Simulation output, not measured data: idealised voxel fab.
This section sets out a process module, namely voxel capacitor over wiring.
Square cell edge 5 nm, section width 210 nm, ID cut.
A cross-section in this document is a grid of square cells, and it is written down as bands, the top band listed before the ones below it; a band is made up of one or more rows of cells. Band: top and bottom heights (nm) first, top before bottom; then materials from left to right, widths in nm. "all across" marks a sole material filling the band edge to edge. "air" denotes empty space. Basically, 0 is our baseline, since under it the wafer straight out of the box is all one material. The bottom band has no lower end and keeps on going down, so it looks like "0 -> down". The expression "30->40" gives the width at the extremes of the band, the first number at its top row of cells and the second at its bottom row, with the width changing by equal amounts from each row to the next in between. It should be understood that the words "nothing got changed", when stated for a given step, signify that the cross-section underwent no change in any of its cells during that step. The label "Sealed void listing" introduces a list of the empty spaces, 8 cells or larger, that have no open way up to the top; each entry in it reads width x height at distance, where the distance is taken from the left edge and all three are stated in nm. Formally, on a step line, whatever follows the settings is a remark that the simulator itself makes on the step. "overlay nm", when on a step's line for a step with a mask, measures how far to the right of its planned place the mask lay; a negative measure means to the left.

-- Process steps foreseen in the plan
- 1: RECEIVE | material Si
- 2: CONFORMAL_DEP | material SiO2 | thk nm 15
- 3: CONFORMAL_DEP | material SiN | thk nm 5
- 4: DIRECTIONAL_DEP | material lowk | thk nm 15
- 5: PATTERN | tone open | mask id METAL_1 | material resist | width nm 20 | pitch nm 75 | thk nm 20 | overlay nm 0
- 6: DIRECTIONAL_ETCH | etch materials lowk | depth nm 15
- 7: DIRECTIONAL_ETCH | etch materials SiN | depth nm 5
- 8: STRIP | etch materials resist
- 9: CONFORMAL_DEP | material TiN | thk nm 5
- 10: FILL_DEP | material Ru | thk nm 10
- 11: CMP | height nm 35
- 12: EPI | material Ru | thk nm 5
- 13: FILL_DEP | material SiCN | thk nm 5
- 14: DIRECTIONAL_DEP | material lowk | thk nm 10
- 15: MASKED_ETCH | tone open | mask id PLUG_1 | width nm 15 | etch materials lowk | depth nm 10 | overlay nm 0
- 16: MASKED_ETCH | tone open | mask id PLUG_1 | width nm 15 | etch materials SiCN | depth nm 5 | overlay nm 0
- 17: EPI | material Ru | thk nm 10
- 18: EPI | material Ru | thk nm 5
- 19: DIRECTIONAL_DEP | material TiN | thk nm 5
- 20: DIRECTIONAL_DEP | material Al2O3 | thk nm 5
- 21: DIRECTIONAL_DEP | material TiN | thk nm 5
- 22: DIRECTIONAL_DEP | material aC | thk nm 15
- 23: PATTERN | tone cover | mask id UPPER_PLATE | material resist | width nm 60 | thk nm 35 | overlay nm 0
- 24: DIRECTIONAL_ETCH | etch materials aC | depth nm 15
- 25: STRIP | etch materials resist
- 26: DIRECTIONAL_ETCH | etch materials TiN | depth nm 5
- 27: DIRECTIONAL_ETCH | etch materials Al2O3 | depth nm 5
- 28: STRIP | etch materials aC
- 29: MASKED_ETCH | tone cover | mask id LOWER_PLATE | width nm 70 | etch materials TiN | depth nm 5 | overlay nm 0
- 30: FILL_DEP | material SiO2 | thk nm 20
- 31: CMP | height nm 85
- 32: PATTERN | tone open | mask id PLUG_2 | material resist | width nm 15 | thk nm 20 | overlay nm 0
- 33: DIRECTIONAL_ETCH | etch materials SiO2 | depth nm 15
- 34: STRIP | etch materials resist
- 35: CONFORMAL_DEP | material TiN | thk nm 5
- 36: FILL_DEP | material Cu | thk nm 10
- 37: CMP | height nm 85
- 38: CONFORMAL_DEP | material SiCN | thk nm 5

-- first wafer, as planned

-- Received-state cross-section, reflecting completion of step 1
- 0 -> down  Si all across
- Sealed void listing: none

-- So this is the wafer cross-section right after step 2
- 15 -> 0  SiO2 all across
- Nothing below the height 0 has changed.

-- So this is the wafer cross-section right after step 3
- 20 -> 15  SiN all across
- Nothing below the height 15 has changed.

-- So this is the wafer cross-section right after step 4
- 35 -> 20  lowk all across
- Nothing below the height 20 has changed.

-- So this is the wafer cross-section right after step 5
- 55 -> 35  resist 55 nm | air 20 nm | resist 55 nm | air 20 nm | resist 60 nm
- Nothing below the height 35 has changed.

-- So this is the wafer cross-section right after step 6
- 55 -> 35  resist 55 nm | air 20 nm | resist 55 nm | air 20 nm | resist 60 nm
- 35 -> 20  lowk 55 nm | air 20 nm | lowk 55 nm | air 20 nm | lowk 60 nm
- Nothing below the height 20 has changed.

-- So this is the wafer cross-section right after step 7
- 55 -> 35  resist 55 nm | air 20 nm | resist 55 nm | air 20 nm | resist 60 nm
- 35 -> 20  lowk 55 nm | air 20 nm | lowk 55 nm | air 20 nm | lowk 60 nm
- 20 -> 15  SiN 55 nm | air 20 nm | SiN 55 nm | air 20 nm | SiN 60 nm
- Nothing below the height 15 has changed.

-- So this is the wafer cross-section right after step 8
- 35 -> 20  lowk 55 nm | air 20 nm | lowk 55 nm | air 20 nm | lowk 60 nm
- Nothing below the height 20 has changed.

-- So this is the wafer cross-section right after step 9
- 40 -> 35  TiN 60 nm | air 10 nm | TiN 65 nm | air 10 nm | TiN 65 nm
- 35 -> 20  lowk 55 nm | TiN 5 nm | air 10 nm | TiN 5 nm | lowk 55 nm | TiN 5 nm | air 10 nm | TiN 5 nm | lowk 60 nm
- 20 -> 15  SiN 55 nm | TiN 20 nm | SiN 55 nm | TiN 20 nm | SiN 60 nm
- Nothing below the height 15 has changed.

-- So this is the wafer cross-section right after step 10
- 50 -> 40  Ru all across
- 40 -> 35  TiN 60 nm | Ru 10 nm | TiN 65 nm | Ru 10 nm | TiN 65 nm
- 35 -> 20  lowk 55 nm | TiN 5 nm | Ru 10 nm | TiN 5 nm | lowk 55 nm | TiN 5 nm | Ru 10 nm | TiN 5 nm | lowk 60 nm
- Nothing below the height 20 has changed.

-- So this is the wafer cross-section right after step 11
- 35 -> 20  lowk 55 nm | TiN 5 nm | Ru 10 nm | TiN 5 nm | lowk 55 nm | TiN 5 nm | Ru 10 nm | TiN 5 nm | lowk 60 nm
- Nothing below the height 20 has changed.

-- So this is the wafer cross-section right after step 12
- 40 -> 35  air 50 nm | Ru 30 nm | air 45 nm | Ru 30 nm | air 55 nm
- Nothing below the height 35 has changed.

-- So this is the wafer cross-section right after step 13
- 45 -> 40  SiCN all across
- 40 -> 35  SiCN 50 nm | Ru 30 nm | SiCN 45 nm | Ru 30 nm | SiCN 55 nm
- Nothing below the height 35 has changed.

-- So this is the wafer cross-section right after step 14
- 55 -> 45  lowk all across
- Nothing below the height 45 has changed.

-- So this is the wafer cross-section right after step 15
- 55 -> 45  lowk 60 nm | air 15 nm | lowk 135 nm
- Nothing below the height 45 has changed.

-- So this is the wafer cross-section right after step 16
- 55 -> 45  lowk 60 nm | air 15 nm | lowk 135 nm
- 45 -> 40  SiCN 60 nm | air 15 nm | SiCN 135 nm
- Nothing below the height 40 has changed.

-- So this is the wafer cross-section right after step 17
- 55 -> 50  lowk 60 nm | air 15 nm | lowk 135 nm
- 50 -> 45  lowk 60 nm | Ru 15 nm | lowk 135 nm
- 45 -> 40  SiCN 60 nm | Ru 15 nm | SiCN 135 nm
- Nothing below the height 40 has changed.

-- So this is the wafer cross-section right after step 18
- 55 -> 45  lowk 60 nm | Ru 15 nm | lowk 135 nm
- Nothing below the height 45 has changed.

-- So this is the wafer cross-section right after step 19
- 60 -> 55  TiN all across
- Nothing below the height 55 has changed.

-- So this is the wafer cross-section right after step 20
- 65 -> 60  Al2O3 all across
- Nothing below the height 60 has changed.

-- So this is the wafer cross-section right after step 21
- 70 -> 65  TiN all across
- Nothing below the height 65 has changed.

-- So this is the wafer cross-section right after step 22
- 85 -> 70  aC all across
- Nothing below the height 70 has changed.

-- So this is the wafer cross-section right after step 23
- 120 -> 85  air 60 nm | resist 60 nm | air 90 nm
- Nothing below the height 85 has changed.

-- So this is the wafer cross-section right after step 24
- 105 -> 85  air 60 nm | resist 60 nm | air 90 nm
- 85 -> 70  air 60 nm | aC 60 nm | air 90 nm
- Nothing below the height 70 has changed.

-- So this is the wafer cross-section right after step 25
- 85 -> 70  air 60 nm | aC 60 nm | air 90 nm
- Nothing below the height 70 has changed.

-- So this is the wafer cross-section right after step 26
- 85 -> 70  air 60 nm | aC 60 nm | air 90 nm
- 70 -> 65  air 60 nm | TiN 60 nm | air 90 nm
- Nothing below the height 65 has changed.

-- So this is the wafer cross-section right after step 27
- 85 -> 70  air 60 nm | aC 60 nm | air 90 nm
- 70 -> 65  air 60 nm | TiN 60 nm | air 90 nm
- 65 -> 60  air 60 nm | Al2O3 60 nm | air 90 nm
- Nothing below the height 60 has changed.

-- So this is the wafer cross-section right after step 28
- 70 -> 65  air 60 nm | TiN 60 nm | air 90 nm
- Nothing below the height 65 has changed.

-- So this is the wafer cross-section right after step 29
- 70 -> 65  air 60 nm | TiN 60 nm | air 90 nm
- 65 -> 60  air 60 nm | Al2O3 60 nm | air 90 nm
- 60 -> 55  air 55 nm | TiN 70 nm | air 85 nm
- Nothing below the height 55 has changed.

-- So this is the wafer cross-section right after step 30
- 90 -> 70  SiO2 all across
- 70 -> 65  SiO2 60 nm | TiN 60 nm | SiO2 90 nm
- 65 -> 60  SiO2 60 nm | Al2O3 60 nm | SiO2 90 nm
- 60 -> 55  SiO2 55 nm | TiN 70 nm | SiO2 85 nm
- Nothing below the height 55 has changed.

-- So this is the wafer cross-section right after step 31
- 85 -> 70  SiO2 all across
- Nothing below the height 70 has changed.

-- So this is the wafer cross-section right after step 32
- 105 -> 85  resist 70 nm | air 15 nm | resist 125 nm
- Nothing below the height 85 has changed.

-- So this is the wafer cross-section right after step 33
- 105 -> 85  resist 70 nm | air 15 nm | resist 125 nm
- 85 -> 70  SiO2 70 nm | air 15 nm | SiO2 125 nm
- Nothing below the height 70 has changed.

-- So this is the wafer cross-section right after step 34
- 85 -> 70  SiO2 70 nm | air 15 nm | SiO2 125 nm
- Nothing below the height 70 has changed.

-- So this is the wafer cross-section right after step 35
- 90 -> 85  TiN 75 nm | air 5 nm | TiN 130 nm
- 85 -> 75  SiO2 70 nm | TiN 5 nm | air 5 nm | TiN 5 nm | SiO2 125 nm
- 75 -> 65  SiO2 70->60 nm | TiN 15->60 nm | SiO2 125->90 nm
- Nothing below the height 65 has changed.

-- So this is the wafer cross-section right after step 36
- 100 -> 90  Cu all across
- 90 -> 85  TiN 75 nm | Cu 5 nm | TiN 130 nm
- 85 -> 75  SiO2 70 nm | TiN 5 nm | Cu 5 nm | TiN 5 nm | SiO2 125 nm
- Nothing below the height 75 has changed.

-- So this is the wafer cross-section right after step 37
- 85 -> 75  SiO2 70 nm | TiN 5 nm | Cu 5 nm | TiN 5 nm | SiO2 125 nm
- Nothing below the height 75 has changed.

-- So this is the wafer cross-section right after step 38
- 90 -> 85  SiCN all across
- Nothing below the height 85 has changed.

-- The remaining wafer, second of the two, started like the first and was run to the same plan, except that one mistake was made along the way; the two coincide through step 14, inclusive

-- Second wafer cross-section, taken as of the time the plan sets for step 15 to be done
- 55 -> 45  air 60 nm | lowk 15 nm | air 135 nm
- Nothing below the height 45 has changed.

Second wafer cross-section, taken as of the time the plan sets for step 16 to be done: nothing got changed

Second wafer cross-section, taken as of the time the plan sets for step 17 to be done: nothing got changed

Second wafer cross-section, taken as of the time the plan sets for step 18 to be done: nothing got changed

-- Second wafer cross-section, taken as of the time the plan sets for step 19 to be done
- 60 -> 55  air 60 nm | TiN 15 nm | air 135 nm
- 55 -> 50  air 60 nm | lowk 15 nm | air 135 nm
- 50 -> 45  TiN 60 nm | lowk 15 nm | TiN 135 nm
- Nothing below the height 45 has changed.

-- Second wafer cross-section, taken as of the time the plan sets for step 20 to be done
- 65 -> 60  air 60 nm | Al2O3 15 nm | air 135 nm
- 60 -> 55  air 60 nm | TiN 15 nm | air 135 nm
- 55 -> 50  Al2O3 60 nm | lowk 15 nm | Al2O3 135 nm
- Nothing below the height 50 has changed.

-- Second wafer cross-section, taken as of the time the plan sets for step 21 to be done
- 70 -> 65  air 60 nm | TiN 15 nm | air 135 nm
- 65 -> 60  air 60 nm | Al2O3 15 nm | air 135 nm
- 60 -> 55  TiN all across
- Nothing below the height 55 has changed.

-- Second wafer cross-section, taken as of the time the plan sets for step 22 to be done
- 85 -> 75  air 60 nm | aC 15 nm | air 135 nm
- 75 -> 70  aC all across
- 70 -> 65  aC 60 nm | TiN 15 nm | aC 135 nm
- 65 -> 60  aC 60 nm | Al2O3 15 nm | aC 135 nm
- Nothing below the height 60 has changed.

-- Second wafer cross-section, taken as of the time the plan sets for step 23 to be done
- 120 -> 85  air 60 nm | resist 60 nm | air 90 nm
- 85 -> 75  air 60 nm | aC 15 nm | resist 45 nm | air 90 nm
- Nothing below the height 75 has changed.

-- Second wafer cross-section, taken as of the time the plan sets for step 24 to be done
- 105 -> 85  air 60 nm | resist 60 nm | air 90 nm
- 85 -> 75  air 60 nm | aC 15 nm | resist 45 nm | air 90 nm
- 75 -> 70  air 60 nm | aC 60 nm | air 90 nm
- 70 -> 65  air 60 nm | TiN 15 nm | aC 45 nm | air 90 nm
- 65 -> 60  air 60 nm | Al2O3 15 nm | aC 45 nm | air 90 nm
- Nothing below the height 60 has changed.

-- Second wafer cross-section, taken as of the time the plan sets for step 25 to be done
- 85 -> 75  air 60 nm | aC 15 nm | air 135 nm
- Nothing below the height 75 has changed.

-- Second wafer cross-section, taken as of the time the plan sets for step 26 to be done
- 85 -> 75  air 60 nm | aC 15 nm | air 135 nm
- 75 -> 70  air 60 nm | aC 60 nm | air 90 nm
- 70 -> 65  air 60 nm | TiN 15 nm | aC 45 nm | air 90 nm
- 65 -> 60  air 60 nm | Al2O3 15 nm | aC 45 nm | air 90 nm
- 60 -> 55  air 60 nm | TiN 60 nm | air 90 nm
- Nothing below the height 55 has changed.

-- Second wafer cross-section, taken as of the time the plan sets for step 27 to be done
- 85 -> 75  air 60 nm | aC 15 nm | air 135 nm
- 75 -> 70  air 60 nm | aC 60 nm | air 90 nm
- 70 -> 65  air 60 nm | TiN 15 nm | aC 45 nm | air 90 nm
- 65 -> 60  air 60 nm | Al2O3 15 nm | aC 45 nm | air 90 nm
- 60 -> 55  air 60 nm | TiN 60 nm | air 90 nm
- 55 -> 50  air 60 nm | lowk 15 nm | Al2O3 45 nm | air 90 nm
- Nothing below the height 50 has changed.

-- Second wafer cross-section, taken as of the time the plan sets for step 28 to be done
- 70 -> 65  air 60 nm | TiN 15 nm | air 135 nm
- 65 -> 60  air 60 nm | Al2O3 15 nm | air 135 nm
- Nothing below the height 60 has changed.

-- Second wafer cross-section, taken as of the time the plan sets for step 29 to be done
- 70 -> 65  air 60 nm | TiN 15 nm | air 135 nm
- 65 -> 60  air 60 nm | Al2O3 15 nm | air 135 nm
- 60 -> 55  air 60 nm | TiN 60 nm | air 90 nm
- 55 -> 50  air 60 nm | lowk 15 nm | Al2O3 45 nm | air 90 nm
- 50 -> 45  air 55 nm | TiN 5 nm | lowk 15 nm | TiN 50 nm | air 85 nm
- Nothing below the height 45 has changed.

-- Second wafer cross-section, taken as of the time the plan sets for step 30 to be done
- 90 -> 70  SiO2 all across
- 70 -> 65  SiO2 60 nm | TiN 15 nm | SiO2 135 nm
- 65 -> 60  SiO2 60 nm | Al2O3 15 nm | SiO2 135 nm
- 60 -> 55  SiO2 60 nm | TiN 60 nm | SiO2 90 nm
- 55 -> 50  SiO2 60 nm | lowk 15 nm | Al2O3 45 nm | SiO2 90 nm
- 50 -> 45  SiO2 55 nm | TiN 5 nm | lowk 15 nm | TiN 50 nm | SiO2 85 nm
- Nothing below the height 45 has changed.

-- Second wafer cross-section, taken as of the time the plan sets for step 31 to be done
- 85 -> 70  SiO2 all across
- Nothing below the height 70 has changed.

-- Second wafer cross-section, taken as of the time the plan sets for step 32 to be done
- 105 -> 85  resist 70 nm | air 15 nm | resist 125 nm
- Nothing below the height 85 has changed.

-- Second wafer cross-section, taken as of the time the plan sets for step 33 to be done
- 105 -> 85  resist 70 nm | air 15 nm | resist 125 nm
- 85 -> 70  SiO2 70 nm | air 15 nm | SiO2 125 nm
- Nothing below the height 70 has changed.

-- Second wafer cross-section, taken as of the time the plan sets for step 34 to be done
- 85 -> 70  SiO2 70 nm | air 15 nm | SiO2 125 nm
- Nothing below the height 70 has changed.

-- Second wafer cross-section, taken as of the time the plan sets for step 35 to be done
- 90 -> 85  TiN 75 nm | air 5 nm | TiN 130 nm
- 85 -> 75  SiO2 70 nm | TiN 5 nm | air 5 nm | TiN 5 nm | SiO2 125 nm
- 75 -> 65  SiO2 70->60 nm | TiN 15 nm | SiO2 125->135 nm
- Nothing below the height 65 has changed.

-- Second wafer cross-section, taken as of the time the plan sets for step 36 to be done
- 100 -> 90  Cu all across
- 90 -> 85  TiN 75 nm | Cu 5 nm | TiN 130 nm
- 85 -> 75  SiO2 70 nm | TiN 5 nm | Cu 5 nm | TiN 5 nm | SiO2 125 nm
- Nothing below the height 75 has changed.

-- Second wafer cross-section, taken as of the time the plan sets for step 37 to be done
- 85 -> 75  SiO2 70 nm | TiN 5 nm | Cu 5 nm | TiN 5 nm | SiO2 125 nm
- Nothing below the height 75 has changed.

-- Second wafer cross-section, taken as of the time the plan sets for step 38 to be done
- 90 -> 85  SiCN all across
- Nothing below the height 85 has changed.
Against the plan, the run slipped here: step 15 was not run as planned; what actually ran was MASKED_ETCH | tone cover | mask id PLUG_1 | width nm 15 | etch materials lowk | depth nm 10 | overlay nm 0
End check, counted in cells, second wafer has more or fewer of these materials than the first: Ru: 9 fewer; SiCN: 3 more; SiO2: 78 more; lowk: 72 fewer
